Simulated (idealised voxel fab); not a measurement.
process module | voxel plated lines
cross-section cut | 220 nm wide | cells 5 nm
A cross-section is a grid of square cells, given in bands from the top down. A band is one or more rows of cells.
Each band's line starts with the height of the band's top and of its bottom, in nm. Then come its materials from left to right, each with its width in nm. One material with "throughout" fills the band from edge to edge. "air" is empty space.
Height 0 is the level under which the wafer as received is all one material. The lowest band goes on downwards, as in "0 down".
A width such as "30 to 40" changes by the same amount from each row of cells to the next, from the band's top row to its bottom row.
"no change" after a step means that no cell of the cross-section changed.
closed voids: empty space of 8 cells or more with no open way to the top, each as width x height at its distance from the left edge, in nm
after a step's settings: what the simulator itself notes on the step
overlay nm, on a step with a mask: how far to the right of its planned place the mask lay; to the left if negative
plan
1 op RECEIVE | material Si
2 op CONFORMAL_DEP | material SiN | thk nm 15
3 op DIRECTIONAL_DEP | material TiN | thk nm 5
4 op PATTERN | tone open | mask id LINES | material resist | width nm 15 | pitch nm 35 | thk nm 25 | overlay nm 0
5 op EPI | material Ru | thk nm 10
6 op EPI | material Ru | thk nm 10
7 op STRIP | etch materials resist
8 op DIRECTIONAL_ETCH | etch materials TiN | depth nm 5
9 op CONFORMAL_DEP | material SiCN | thk nm 10
first wafer, as planned
as received, after step 1
  0 down: Si throughout
  closed voids: none
after step 2
  15 to 0: SiN throughout
  below 0: unchanged
after step 3
  20 to 15: TiN throughout
  below 15: unchanged
after step 4
  45 to 20: resist 85 | air 15 | resist 20 | air 15 | resist 85
  below 20: unchanged
after step 5
  45 to 30: resist 85 | air 15 | resist 20 | air 15 | resist 85
  30 to 20: resist 85 | Ru 15 | resist 20 | Ru 15 | resist 85
  below 20: unchanged
after step 6
  45 to 40: resist 85 | air 15 | resist 20 | air 15 | resist 85
  40 to 20: resist 85 | Ru 15 | resist 20 | Ru 15 | resist 85
  below 20: unchanged
after step 7
  40 to 20: air 85 | Ru 15 | air 20 | Ru 15 | air 85
  below 20: unchanged
after step 8
  40 to 20: air 85 | Ru 15 | air 20 | Ru 15 | air 85
  20 to 15: air 85 | TiN 15 | air 20 | TiN 15 | air 85
  below 15: unchanged
after step 9
  50 to 40: air 75 | SiCN 70 | air 75
  40 to 25: air 75 | SiCN 10 | Ru 15 | SiCN 20 | Ru 15 | SiCN 10 | air 75
  25 to 20: SiCN 85 | Ru 15 | SiCN 20 | Ru 15 | SiCN 85
  20 to 15: SiCN 85 | TiN 15 | SiCN 20 | TiN 15 | SiCN 85
  below 15: unchanged
second wafer: like start, like plan, one mistake. Through step 3 it matches the first wafer
when step 4 should have ended
  45 to 20: resist 80 | air 15 | resist 20 | air 15 | resist 90
  below 20: unchanged
when step 5 should have ended
  45 to 30: resist 80 | air 15 | resist 20 | air 15 | resist 90
  30 to 20: resist 80 | Ru 15 | resist 20 | Ru 15 | resist 90
  below 20: unchanged
when step 6 should have ended
  45 to 40: resist 80 | air 15 | resist 20 | air 15 | resist 90
  40 to 20: resist 80 | Ru 15 | resist 20 | Ru 15 | resist 90
  below 20: unchanged
when step 7 should have ended
  40 to 20: air 80 | Ru 15 | air 20 | Ru 15 | air 90
  below 20: unchanged
when step 8 should have ended
  40 to 20: air 80 | Ru 15 | air 20 | Ru 15 | air 90
  20 to 15: air 80 | TiN 15 | air 20 | TiN 15 | air 90
  below 15: unchanged
when step 9 should have ended
  50 to 40: air 70 | SiCN 70 | air 80
  40 to 25: air 70 | SiCN 10 | Ru 15 | SiCN 20 | Ru 15 | SiCN 10 | air 80
  25 to 20: SiCN 80 | Ru 15 | SiCN 20 | Ru 15 | SiCN 90
  20 to 15: SiCN 80 | TiN 15 | SiCN 20 | TiN 15 | SiCN 90
  below 15: unchanged
what went wrong: step 4 ran as: op PATTERN | tone open | mask id LINES | material resist | width nm 15 | pitch nm 35 | thk nm 25 | overlay nm -5
at the end the second wafer has, in cells: as many of each material as the first, in other places
